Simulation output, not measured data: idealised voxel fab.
Module name: voxel air gaps (process module)
It is cross-section cut that appears here, measuring 295 nm in width, its square cells being 5 nm in size.
The cross-sections in this document take the form of a grid made of square cells. They are written out as bands, in order from top to bottom. Each band consists of one or more rows of cells.
Heights first: top, then bottom, in nm. Then materials, left to right, each with a width in nm. "all across" on a single material: fills the band edge to edge. "empty": empty space.
Zero point of the height axis is 0; under it, received wafer = one material. Lowest band: continues down indefinitely, "0 nm and below".
The expression "30 to 40" gives the width at the extremes of the band, the first number at its top row of cells and the second at its bottom row, with the width changing by equal amounts from each row to the next in between.
Any step labelled "identical to before" changed none of the cells in the cross-section.
What "closed voids" gives you is every empty space of 8 cells or more that is cut off from the top. Each appears as width x height at distance, with the distance taken from the left edge and width, height and distance all in nm.
The remark found on a step's line after its settings is issued by the simulator itself and pertains to that step.
overlay nm: where the mask lay relative to plan, measured to the right, on steps with a mask; negatives go left.

# These are the steps we planned for the process
step 1: RECEIVE with material Si
step 2: CONFORMAL_DEP with material SiO2, thk nm 15
step 3: CONFORMAL_DEP with material SiCN, thk nm 5
step 4: DIRECTIONAL_DEP with material SiO2, thk nm 40
step 5: PATTERN with tone open, mask id LINES, material resist, width nm 20, pitch nm 45, thk nm 15, overlay nm 0
step 6: DIRECTIONAL_ETCH with etch materials SiO2, depth nm 40
step 7: STRIP with etch materials resist
step 8: CONFORMAL_DEP with material TiN, thk nm 5
step 9: FILL_DEP with material Ru, thk nm 10
step 10: CMP with height nm 60
step 11: EPI with material Ru, thk nm 10
step 12: SELECTIVE_ETCH with etch materials SiO2, depth nm 50
step 13: CONFORMAL_DEP with material SiCN, thk nm 5

# First of two wafers, processed according to plan

# Here's what the wafer looked like in cross-section when it arrived - that's after step 1
* 0 nm and below  Si all across
* closed voids: none

# The wafer, seen in cross-section, after step 2
* 15 nm to 0 nm  SiO2 all across
* below 0: unchanged

# The wafer, seen in cross-section, after step 3
* 20 nm to 15 nm  SiCN all across
* below 15: unchanged

# The wafer, seen in cross-section, after step 4
* 60 nm to 20 nm  SiO2 all across
* below 20: unchanged

# The wafer, seen in cross-section, after step 5
* 75 nm to 60 nm  resist 70 nm, empty 20 nm, resist 25 nm, empty 20 nm, resist 25 nm, empty 20 nm, resist 25 nm, empty 20 nm, resist 70 nm
* below 60: unchanged

# The wafer, seen in cross-section, after step 6
* 75 nm to 60 nm  resist 70 nm, empty 20 nm, resist 25 nm, empty 20 nm, resist 25 nm, empty 20 nm, resist 25 nm, empty 20 nm, resist 70 nm
* 60 nm to 20 nm  SiO2 70 nm, empty 20 nm, SiO2 25 nm, empty 20 nm, SiO2 25 nm, empty 20 nm, SiO2 25 nm, empty 20 nm, SiO2 70 nm
* below 20: unchanged

# The wafer, seen in cross-section, after step 7
* 60 nm to 20 nm  SiO2 70 nm, empty 20 nm, SiO2 25 nm, empty 20 nm, SiO2 25 nm, empty 20 nm, SiO2 25 nm, empty 20 nm, SiO2 70 nm
* below 20: unchanged

# The wafer, seen in cross-section, after step 8
* 65 nm to 60 nm  TiN 75 nm, empty 10 nm, TiN 35 nm, empty 10 nm, TiN 35 nm, empty 10 nm, TiN 35 nm, empty 10 nm, TiN 75 nm
* 60 nm to 25 nm  SiO2 70 nm, TiN 5 nm, empty 10 nm, TiN 5 nm, SiO2 25 nm, TiN 5 nm, empty 10 nm, TiN 5 nm, SiO2 25 nm, TiN 5 nm, empty 10 nm, TiN 5 nm, SiO2 25 nm, TiN 5 nm, empty 10 nm, TiN 5 nm, SiO2 70 nm
* 25 nm to 20 nm  SiO2 70 nm, TiN 20 nm, SiO2 25 nm, TiN 20 nm, SiO2 25 nm, TiN 20 nm, SiO2 25 nm, TiN 20 nm, SiO2 70 nm
* below 20: unchanged

# The wafer, seen in cross-section, after step 9
* 75 nm to 65 nm  Ru all across
* 65 nm to 60 nm  TiN 75 nm, Ru 10 nm, TiN 35 nm, Ru 10 nm, TiN 35 nm, Ru 10 nm, TiN 35 nm, Ru 10 nm, TiN 75 nm
* 60 nm to 25 nm  SiO2 70 nm, TiN 5 nm, Ru 10 nm, TiN 5 nm, SiO2 25 nm, TiN 5 nm, Ru 10 nm, TiN 5 nm, SiO2 25 nm, TiN 5 nm, Ru 10 nm, TiN 5 nm, SiO2 25 nm, TiN 5 nm, Ru 10 nm, TiN 5 nm, SiO2 70 nm
* below 25: unchanged

# The wafer, seen in cross-section, after step 10
* 60 nm to 25 nm  SiO2 70 nm, TiN 5 nm, Ru 10 nm, TiN 5 nm, SiO2 25 nm, TiN 5 nm, Ru 10 nm, TiN 5 nm, SiO2 25 nm, TiN 5 nm, Ru 10 nm, TiN 5 nm, SiO2 25 nm, TiN 5 nm, Ru 10 nm, TiN 5 nm, SiO2 70 nm
* below 25: unchanged

# The wafer, seen in cross-section, after step 11
* 70 nm to 60 nm  empty 60 nm, Ru 40 nm, empty 5 nm, Ru 40 nm, empty 5 nm, Ru 40 nm, empty 5 nm, Ru 40 nm, empty 60 nm
* below 60: unchanged

# The wafer, seen in cross-section, after step 12
* 70 nm to 60 nm  empty 60 nm, Ru 40 nm, empty 5 nm, Ru 40 nm, empty 5 nm, Ru 40 nm, empty 5 nm, Ru 40 nm, empty 60 nm
* 60 nm to 25 nm  empty 70 nm, TiN 5 nm, Ru 10 nm, TiN 5 nm, empty 25 nm, TiN 5 nm, Ru 10 nm, TiN 5 nm, empty 25 nm, TiN 5 nm, Ru 10 nm, TiN 5 nm, empty 25 nm, TiN 5 nm, Ru 10 nm, TiN 5 nm, empty 70 nm
* 25 nm to 20 nm  empty 70 nm, TiN 20 nm, empty 25 nm, TiN 20 nm, empty 25 nm, TiN 20 nm, empty 25 nm, TiN 20 nm, empty 70 nm
* below 20: unchanged

# The wafer, seen in cross-section, after step 13
* 75 nm to 70 nm  empty 55 nm, SiCN 185 nm, empty 55 nm
* 70 nm to 60 nm  empty 55 nm, SiCN 5 nm, Ru 40 nm, SiCN 5 nm, Ru 40 nm, SiCN 5 nm, Ru 40 nm, SiCN 5 nm, Ru 40 nm, SiCN 5 nm, empty 55 nm
* 60 nm to 55 nm  empty 55 nm, SiCN 15 nm, TiN 5 nm, Ru 10 nm, TiN 5 nm, SiCN 25 nm, TiN 5 nm, Ru 10 nm, TiN 5 nm, SiCN 25 nm, TiN 5 nm, Ru 10 nm, TiN 5 nm, SiCN 25 nm, TiN 5 nm, Ru 10 nm, TiN 5 nm, SiCN 15 nm, empty 55 nm
* 55 nm to 25 nm  empty 65 nm, SiCN 5 nm, TiN 5 nm, Ru 10 nm, TiN 5 nm, SiCN 5 nm, empty 15 nm, SiCN 5 nm, TiN 5 nm, Ru 10 nm, TiN 5 nm, SiCN 5 nm, empty 15 nm, SiCN 5 nm, TiN 5 nm, Ru 10 nm, TiN 5 nm, SiCN 5 nm, empty 15 nm, SiCN 5 nm, TiN 5 nm, Ru 10 nm, TiN 5 nm, SiCN 5 nm, empty 65 nm
* 25 nm to 20 nm  SiCN 70 nm, TiN 20 nm, SiCN 25 nm, TiN 20 nm, SiCN 25 nm, TiN 20 nm, SiCN 25 nm, TiN 20 nm, SiCN 70 nm
* below 20: unchanged
* closed voids: 15 x 30 at 95; 15 x 30 at 140; 15 x 30 at 185

# Second wafer - shared start and plan with the first - one error in running - same as the first up to step 1 inclusive

Cross-section of the second wafer at the time by which step 2 should have been completed according to the plan: identical to before

# Cross-section of the second wafer at the time by which step 3 should have been completed according to the plan
* 5 nm to 0 nm  SiCN all across
* below 0: unchanged

# Cross-section of the second wafer at the time by which step 4 should have been completed according to the plan
* 45 nm to 5 nm  SiO2 all across
* below 5: unchanged

# Cross-section of the second wafer at the time by which step 5 should have been completed according to the plan
* 60 nm to 45 nm  resist 70 nm, empty 20 nm, resist 25 nm, empty 20 nm, resist 25 nm, empty 20 nm, resist 25 nm, empty 20 nm, resist 70 nm
* below 45: unchanged

# Cross-section of the second wafer at the time by which step 6 should have been completed according to the plan
* 60 nm to 45 nm  resist 70 nm, empty 20 nm, resist 25 nm, empty 20 nm, resist 25 nm, empty 20 nm, resist 25 nm, empty 20 nm, resist 70 nm
* 45 nm to 5 nm  SiO2 70 nm, empty 20 nm, SiO2 25 nm, empty 20 nm, SiO2 25 nm, empty 20 nm, SiO2 25 nm, empty 20 nm, SiO2 70 nm
* below 5: unchanged

# Cross-section of the second wafer at the time by which step 7 should have been completed according to the plan
* 45 nm to 5 nm  SiO2 70 nm, empty 20 nm, SiO2 25 nm, empty 20 nm, SiO2 25 nm, empty 20 nm, SiO2 25 nm, empty 20 nm, SiO2 70 nm
* below 5: unchanged

# Cross-section of the second wafer at the time by which step 8 should have been completed according to the plan
* 50 nm to 45 nm  TiN 75 nm, empty 10 nm, TiN 35 nm, empty 10 nm, TiN 35 nm, empty 10 nm, TiN 35 nm, empty 10 nm, TiN 75 nm
* 45 nm to 10 nm  SiO2 70 nm, TiN 5 nm, empty 10 nm, TiN 5 nm, SiO2 25 nm, TiN 5 nm, empty 10 nm, TiN 5 nm, SiO2 25 nm, TiN 5 nm, empty 10 nm, TiN 5 nm, SiO2 25 nm, TiN 5 nm, empty 10 nm, TiN 5 nm, SiO2 70 nm
* 10 nm to 5 nm  SiO2 70 nm, TiN 20 nm, SiO2 25 nm, TiN 20 nm, SiO2 25 nm, TiN 20 nm, SiO2 25 nm, TiN 20 nm, SiO2 70 nm
* below 5: unchanged

# Cross-section of the second wafer at the time by which step 9 should have been completed according to the plan
* 60 nm to 50 nm  Ru all across
* 50 nm to 45 nm  TiN 75 nm, Ru 10 nm, TiN 35 nm, Ru 10 nm, TiN 35 nm, Ru 10 nm, TiN 35 nm, Ru 10 nm, TiN 75 nm
* 45 nm to 10 nm  SiO2 70 nm, TiN 5 nm, Ru 10 nm, TiN 5 nm, SiO2 25 nm, TiN 5 nm, Ru 10 nm, TiN 5 nm, SiO2 25 nm, TiN 5 nm, Ru 10 nm, TiN 5 nm, SiO2 25 nm, TiN 5 nm, Ru 10 nm, TiN 5 nm, SiO2 70 nm
* below 10: unchanged

Cross-section of the second wafer at the time by which step 10 should have been completed according to the plan: identical to before

# Cross-section of the second wafer at the time by which step 11 should have been completed according to the plan
* 70 nm to 50 nm  Ru all across
* below 50: unchanged

Cross-section of the second wafer at the time by which step 12 should have been completed according to the plan: identical to before

# Cross-section of the second wafer at the time by which step 13 should have been completed according to the plan
* 75 nm to 70 nm  SiCN all across
* below 70: unchanged
So what did we get wrong on this run? the plan's step 2 went unexecuted, having been skipped
Final cells, second wafer relative to first, materials higher or lower: Ru +180 | SiCN -100 | SiO2 +167 | TiN +51
Closed voids, final: 3 / 0 (first wafer / second wafer).
